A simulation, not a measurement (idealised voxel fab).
The name of this process module is voxel self aligned vias.
Square cell edge 5 nm, section width 295 nm, ID cut.
A cross-section in this document is a grid of square cells, and it is written down as bands, the top band listed before the ones below it; a band is made up of one or more rows of cells. Top height, bottom height, nm. Materials left to right, width each, nm. Single material + "edge to edge" = fills band edge to edge. "air" = empty. Heights are reckoned from 0. Under this level, the received wafer is all of one material. The bottommost band is open-ended downward, for example "0 nm and below". You'd read "30->40" like this: the band's top row of cells is as wide as the first number, its bottom row is as wide as the second, and going down, every row changes width by the same amount as the row before did. The designation "nothing was modified", where it is given for a processing step, indicates that no cell of the cross-section was altered in the course of that step. Closed-off voids of 8+ cells (no open route to the top) go in "Enclosed internal voids", written width x height at distance from the left edge, in nm. after a step's settings: what the simulator itself notes on the step. overlay nm: how far to the right of its planned place the mask lay on this masked step (negative: to the left).

### The process steps that were planned are listed below
1 RECEIVE: material Si
2 CONFORMAL_DEP: material SiO2, thk nm 15
3 CONFORMAL_DEP: material SiCN, thk nm 5
4 DIRECTIONAL_DEP: material lowk, thk nm 25
5 MASKED_ETCH: tone open, mask id LINES, width nm 20, pitch nm 70, etch materials lowk, depth nm 25, overlay nm 0
6 CONFORMAL_DEP: material TiN, thk nm 5
7 FILL_DEP: material W, thk nm 10
8 CMP: height nm 45
9 SELECTIVE_ETCH: etch materials W Ru TiN, depth nm 10
10 FILL_DEP: material SiN, thk nm 5
11 CMP: height nm 45
12 DIRECTIONAL_DEP: material lowk, thk nm 20
13 DIRECTIONAL_DEP: material aC, thk nm 15
14 PATTERN: tone open, mask id VIAS, material resist, width nm 40, pitch nm 70, thk nm 35, overlay nm 0
15 DIRECTIONAL_ETCH: etch materials aC, depth nm 15
16 STRIP: etch materials resist
17 DIRECTIONAL_ETCH: etch materials lowk, depth nm 20
18 DIRECTIONAL_ETCH: etch materials SiN, depth nm 10
19 STRIP: etch materials aC
20 CONFORMAL_DEP: material TiN, thk nm 5
21 FILL_DEP: material Cu, thk nm 10
22 CMP: height nm 65
23 CONFORMAL_DEP: material SiCN, thk nm 5

### Wafer, first of two, run as planned

### Step 1 complete: cross-section of the wafer as received
	0 nm and below = Si edge to edge
	Enclosed internal voids: none

### Wafer xsec, post step 2
	15 nm to 0 nm = SiO2 edge to edge
	Below 0, the layers are the same as they were.

### Wafer xsec, post step 3
	20 nm to 15 nm = SiCN edge to edge
	Below 15, the layers are the same as they were.

### Wafer xsec, post step 4
	45 nm to 20 nm = lowk edge to edge
	Below 20, the layers are the same as they were.

### Wafer xsec, post step 5
	45 nm to 20 nm = 65 nm lowk; 20 nm air; 50 nm lowk; 20 nm air; 50 nm lowk; 20 nm air; 70 nm lowk
	Below 20, the layers are the same as they were.

### Wafer xsec, post step 6
	50 nm to 45 nm = 70 nm TiN; 10 nm air; 60 nm TiN; 10 nm air; 60 nm TiN; 10 nm air; 75 nm TiN
	45 nm to 25 nm = 65 nm lowk; 5 nm TiN; 10 nm air; 5 nm TiN; 50 nm lowk; 5 nm TiN; 10 nm air; 5 nm TiN; 50 nm lowk; 5 nm TiN; 10 nm air; 5 nm TiN; 70 nm lowk
	25 nm to 20 nm = 65 nm lowk; 20 nm TiN; 50 nm lowk; 20 nm TiN; 50 nm lowk; 20 nm TiN; 70 nm lowk
	Below 20, the layers are the same as they were.

### Wafer xsec, post step 7
	60 nm to 50 nm = W edge to edge
	50 nm to 45 nm = 70 nm TiN; 10 nm W; 60 nm TiN; 10 nm W; 60 nm TiN; 10 nm W; 75 nm TiN
	45 nm to 25 nm = 65 nm lowk; 5 nm TiN; 10 nm W; 5 nm TiN; 50 nm lowk; 5 nm TiN; 10 nm W; 5 nm TiN; 50 nm lowk; 5 nm TiN; 10 nm W; 5 nm TiN; 70 nm lowk
	Below 25, the layers are the same as they were.

### Wafer xsec, post step 8
	45 nm to 25 nm = 65 nm lowk; 5 nm TiN; 10 nm W; 5 nm TiN; 50 nm lowk; 5 nm TiN; 10 nm W; 5 nm TiN; 50 nm lowk; 5 nm TiN; 10 nm W; 5 nm TiN; 70 nm lowk
	Below 25, the layers are the same as they were.

### Wafer xsec, post step 9
	45 nm to 35 nm = 65 nm lowk; 20 nm air; 50 nm lowk; 20 nm air; 50 nm lowk; 20 nm air; 70 nm lowk
	Below 35, the layers are the same as they were.

### Wafer xsec, post step 10
	50 nm to 45 nm = SiN edge to edge
	45 nm to 35 nm = 65 nm lowk; 20 nm SiN; 50 nm lowk; 20 nm SiN; 50 nm lowk; 20 nm SiN; 70 nm lowk
	Below 35, the layers are the same as they were.

### Wafer xsec, post step 11
	45 nm to 35 nm = 65 nm lowk; 20 nm SiN; 50 nm lowk; 20 nm SiN; 50 nm lowk; 20 nm SiN; 70 nm lowk
	Below 35, the layers are the same as they were.

### Wafer xsec, post step 12
	65 nm to 45 nm = lowk edge to edge
	Below 45, the layers are the same as they were.

### Wafer xsec, post step 13
	80 nm to 65 nm = aC edge to edge
	Below 65, the layers are the same as they were.

### Wafer xsec, post step 14
	115 nm to 80 nm = 55 nm resist; 40 nm air; 30 nm resist; 40 nm air; 30 nm resist; 40 nm air; 60 nm resist
	Below 80, the layers are the same as they were.

### Wafer xsec, post step 15
	100 nm to 80 nm = 55 nm resist; 40 nm air; 30 nm resist; 40 nm air; 30 nm resist; 40 nm air; 60 nm resist
	80 nm to 65 nm = 55 nm aC; 40 nm air; 30 nm aC; 40 nm air; 30 nm aC; 40 nm air; 60 nm aC
	Below 65, the layers are the same as they were.

### Wafer xsec, post step 16
	80 nm to 65 nm = 55 nm aC; 40 nm air; 30 nm aC; 40 nm air; 30 nm aC; 40 nm air; 60 nm aC
	Below 65, the layers are the same as they were.

### Wafer xsec, post step 17
	80 nm to 65 nm = 55 nm aC; 40 nm air; 30 nm aC; 40 nm air; 30 nm aC; 40 nm air; 60 nm aC
	65 nm to 45 nm = 55 nm lowk; 40 nm air; 30 nm lowk; 40 nm air; 30 nm lowk; 40 nm air; 60 nm lowk
	Below 45, the layers are the same as they were.

### Wafer xsec, post step 18
	80 nm to 65 nm = 55 nm aC; 40 nm air; 30 nm aC; 40 nm air; 30 nm aC; 40 nm air; 60 nm aC
	65 nm to 45 nm = 55 nm lowk; 40 nm air; 30 nm lowk; 40 nm air; 30 nm lowk; 40 nm air; 60 nm lowk
	45 nm to 35 nm = 65 nm lowk; 20 nm air; 50 nm lowk; 20 nm air; 50 nm lowk; 20 nm air; 70 nm lowk
	Below 35, the layers are the same as they were.

### Wafer xsec, post step 19
	65 nm to 45 nm = 55 nm lowk; 40 nm air; 30 nm lowk; 40 nm air; 30 nm lowk; 40 nm air; 60 nm lowk
	Below 45, the layers are the same as they were.

### Wafer xsec, post step 20
	70 nm to 65 nm = 60 nm TiN; 30 nm air; 40 nm TiN; 30 nm air; 40 nm TiN; 30 nm air; 65 nm TiN
	65 nm to 50 nm = 55 nm lowk; 5 nm TiN; 30 nm air; 5 nm TiN; 30 nm lowk; 5 nm TiN; 30 nm air; 5 nm TiN; 30 nm lowk; 5 nm TiN; 30 nm air; 5 nm TiN; 60 nm lowk
	50 nm to 40 nm = 55->65 nm lowk; 15->5 nm TiN; 10 nm air; 15->5 nm TiN; 30->50 nm lowk; 15->5 nm TiN; 10 nm air; 15->5 nm TiN; 30->50 nm lowk; 15->5 nm TiN; 10 nm air; 15->5 nm TiN; 60->70 nm lowk
	40 nm to 35 nm = 65 nm lowk; 20 nm TiN; 50 nm lowk; 20 nm TiN; 50 nm lowk; 20 nm TiN; 70 nm lowk
	Below 35, the layers are the same as they were.

### Wafer xsec, post step 21
	80 nm to 70 nm = Cu edge to edge
	70 nm to 65 nm = 60 nm TiN; 30 nm Cu; 40 nm TiN; 30 nm Cu; 40 nm TiN; 30 nm Cu; 65 nm TiN
	65 nm to 50 nm = 55 nm lowk; 5 nm TiN; 30 nm Cu; 5 nm TiN; 30 nm lowk; 5 nm TiN; 30 nm Cu; 5 nm TiN; 30 nm lowk; 5 nm TiN; 30 nm Cu; 5 nm TiN; 60 nm lowk
	50 nm to 40 nm = 55->65 nm lowk; 15->5 nm TiN; 10 nm Cu; 15->5 nm TiN; 30->50 nm lowk; 15->5 nm TiN; 10 nm Cu; 15->5 nm TiN; 30->50 nm lowk; 15->5 nm TiN; 10 nm Cu; 15->5 nm TiN; 60->70 nm lowk
	Below 40, the layers are the same as they were.

### Wafer xsec, post step 22
	65 nm to 50 nm = 55 nm lowk; 5 nm TiN; 30 nm Cu; 5 nm TiN; 30 nm lowk; 5 nm TiN; 30 nm Cu; 5 nm TiN; 30 nm lowk; 5 nm TiN; 30 nm Cu; 5 nm TiN; 60 nm lowk
	Below 50, the layers are the same as they were.

### Wafer xsec, post step 23
	70 nm to 65 nm = SiCN edge to edge
	Below 65, the layers are the same as they were.

### The second wafer: identical to the first at the outset and in its planned sequence, differing only in that one mistake was made during processing; up to and including step 4, its path is the first wafer's path

### Second wafer at the planned finish of step 5, seen in cross-section
	45 nm to 20 nm = 65 nm air; 20 nm lowk; 50 nm air; 20 nm lowk; 50 nm air; 20 nm lowk; 70 nm air
	Below 20, the layers are the same as they were.

### Second wafer at the planned finish of step 6, seen in cross-section
	50 nm to 45 nm = 60 nm air; 30 nm TiN; 40 nm air; 30 nm TiN; 40 nm air; 30 nm TiN; 65 nm air
	45 nm to 25 nm = 60 nm air; 5 nm TiN; 20 nm lowk; 5 nm TiN; 40 nm air; 5 nm TiN; 20 nm lowk; 5 nm TiN; 40 nm air; 5 nm TiN; 20 nm lowk; 5 nm TiN; 65 nm air
	25 nm to 20 nm = 65 nm TiN; 20 nm lowk; 50 nm TiN; 20 nm lowk; 50 nm TiN; 20 nm lowk; 70 nm TiN
	Below 20, the layers are the same as they were.

### Second wafer at the planned finish of step 7, seen in cross-section
	60 nm to 50 nm = W edge to edge
	50 nm to 45 nm = 60 nm W; 30 nm TiN; 40 nm W; 30 nm TiN; 40 nm W; 30 nm TiN; 65 nm W
	45 nm to 25 nm = 60 nm W; 5 nm TiN; 20 nm lowk; 5 nm TiN; 40 nm W; 5 nm TiN; 20 nm lowk; 5 nm TiN; 40 nm W; 5 nm TiN; 20 nm lowk; 5 nm TiN; 65 nm W
	Below 25, the layers are the same as they were.

### Second wafer at the planned finish of step 8, seen in cross-section
	45 nm to 25 nm = 60 nm W; 5 nm TiN; 20 nm lowk; 5 nm TiN; 40 nm W; 5 nm TiN; 20 nm lowk; 5 nm TiN; 40 nm W; 5 nm TiN; 20 nm lowk; 5 nm TiN; 65 nm W
	Below 25, the layers are the same as they were.

### Second wafer at the planned finish of step 9, seen in cross-section
	45 nm to 35 nm = 65 nm air; 20 nm lowk; 50 nm air; 20 nm lowk; 50 nm air; 20 nm lowk; 70 nm air
	Below 35, the layers are the same as they were.

### Second wafer at the planned finish of step 10, seen in cross-section
	50 nm to 45 nm = SiN edge to edge
	45 nm to 35 nm = 65 nm SiN; 20 nm lowk; 50 nm SiN; 20 nm lowk; 50 nm SiN; 20 nm lowk; 70 nm SiN
	Below 35, the layers are the same as they were.

### Second wafer at the planned finish of step 11, seen in cross-section
	45 nm to 35 nm = 65 nm SiN; 20 nm lowk; 50 nm SiN; 20 nm lowk; 50 nm SiN; 20 nm lowk; 70 nm SiN
	Below 35, the layers are the same as they were.

### Second wafer at the planned finish of step 12, seen in cross-section
	65 nm to 45 nm = lowk edge to edge
	Below 45, the layers are the same as they were.

### Second wafer at the planned finish of step 13, seen in cross-section
	80 nm to 65 nm = aC edge to edge
	Below 65, the layers are the same as they were.

### Second wafer at the planned finish of step 14, seen in cross-section
	115 nm to 80 nm = 55 nm resist; 40 nm air; 30 nm resist; 40 nm air; 30 nm resist; 40 nm air; 60 nm resist
	Below 80, the layers are the same as they were.

### Second wafer at the planned finish of step 15, seen in cross-section
	100 nm to 80 nm = 55 nm resist; 40 nm air; 30 nm resist; 40 nm air; 30 nm resist; 40 nm air; 60 nm resist
	80 nm to 65 nm = 55 nm aC; 40 nm air; 30 nm aC; 40 nm air; 30 nm aC; 40 nm air; 60 nm aC
	Below 65, the layers are the same as they were.

### Second wafer at the planned finish of step 16, seen in cross-section
	80 nm to 65 nm = 55 nm aC; 40 nm air; 30 nm aC; 40 nm air; 30 nm aC; 40 nm air; 60 nm aC
	Below 65, the layers are the same as they were.

### Second wafer at the planned finish of step 17, seen in cross-section
	80 nm to 65 nm = 55 nm aC; 40 nm air; 30 nm aC; 40 nm air; 30 nm aC; 40 nm air; 60 nm aC
	65 nm to 45 nm = 55 nm lowk; 40 nm air; 30 nm lowk; 40 nm air; 30 nm lowk; 40 nm air; 60 nm lowk
	Below 45, the layers are the same as they were.

### Second wafer at the planned finish of step 18, seen in cross-section
	80 nm to 65 nm = 55 nm aC; 40 nm air; 30 nm aC; 40 nm air; 30 nm aC; 40 nm air; 60 nm aC
	65 nm to 45 nm = 55 nm lowk; 40 nm air; 30 nm lowk; 40 nm air; 30 nm lowk; 40 nm air; 60 nm lowk
	45 nm to 35 nm = 55 nm SiN; 10 nm air; 20 nm lowk; 10 nm air; 30 nm SiN; 10 nm air; 20 nm lowk; 10 nm air; 30 nm SiN; 10 nm air; 20 nm lowk; 10 nm air; 60 nm SiN
	Below 35, the layers are the same as they were.

### Second wafer at the planned finish of step 19, seen in cross-section
	65 nm to 45 nm = 55 nm lowk; 40 nm air; 30 nm lowk; 40 nm air; 30 nm lowk; 40 nm air; 60 nm lowk
	Below 45, the layers are the same as they were.

### Second wafer at the planned finish of step 20, seen in cross-section
	70 nm to 65 nm = 60 nm TiN; 30 nm air; 40 nm TiN; 30 nm air; 40 nm TiN; 30 nm air; 65 nm TiN
	65 nm to 50 nm = 55 nm lowk; 5 nm TiN; 30 nm air; 5 nm TiN; 30 nm lowk; 5 nm TiN; 30 nm air; 5 nm TiN; 30 nm lowk; 5 nm TiN; 30 nm air; 5 nm TiN; 60 nm lowk
	50 nm to 45 nm = 55 nm lowk; 40 nm TiN; 30 nm lowk; 40 nm TiN; 30 nm lowk; 40 nm TiN; 60 nm lowk
	45 nm to 35 nm = 55 nm SiN; 10 nm TiN; 20 nm lowk; 10 nm TiN; 30 nm SiN; 10 nm TiN; 20 nm lowk; 10 nm TiN; 30 nm SiN; 10 nm TiN; 20 nm lowk; 10 nm TiN; 60 nm SiN
	Below 35, the layers are the same as they were.

### Second wafer at the planned finish of step 21, seen in cross-section
	80 nm to 70 nm = Cu edge to edge
	70 nm to 65 nm = 60 nm TiN; 30 nm Cu; 40 nm TiN; 30 nm Cu; 40 nm TiN; 30 nm Cu; 65 nm TiN
	65 nm to 50 nm = 55 nm lowk; 5 nm TiN; 30 nm Cu; 5 nm TiN; 30 nm lowk; 5 nm TiN; 30 nm Cu; 5 nm TiN; 30 nm lowk; 5 nm TiN; 30 nm Cu; 5 nm TiN; 60 nm lowk
	Below 50, the layers are the same as they were.

### Second wafer at the planned finish of step 22, seen in cross-section
	65 nm to 50 nm = 55 nm lowk; 5 nm TiN; 30 nm Cu; 5 nm TiN; 30 nm lowk; 5 nm TiN; 30 nm Cu; 5 nm TiN; 30 nm lowk; 5 nm TiN; 30 nm Cu; 5 nm TiN; 60 nm lowk
	Below 50, the layers are the same as they were.

### Second wafer at the planned finish of step 23, seen in cross-section
	70 nm to 65 nm = SiCN edge to edge
	Below 65, the layers are the same as they were.
Finding, execution versus plan: it should be noted that step 5 was executed with settings other than those planned, the operation and settings actually applied being MASKED_ETCH: tone cover, mask id LINES, width nm 20, pitch nm 70, etch materials lowk, depth nm 25, overlay nm 0
Heads up, by the end the second wafer has more or fewer cells of some materials compared to the first: Cu -12 | SiN +70 | TiN +47 | W +70 | lowk -175
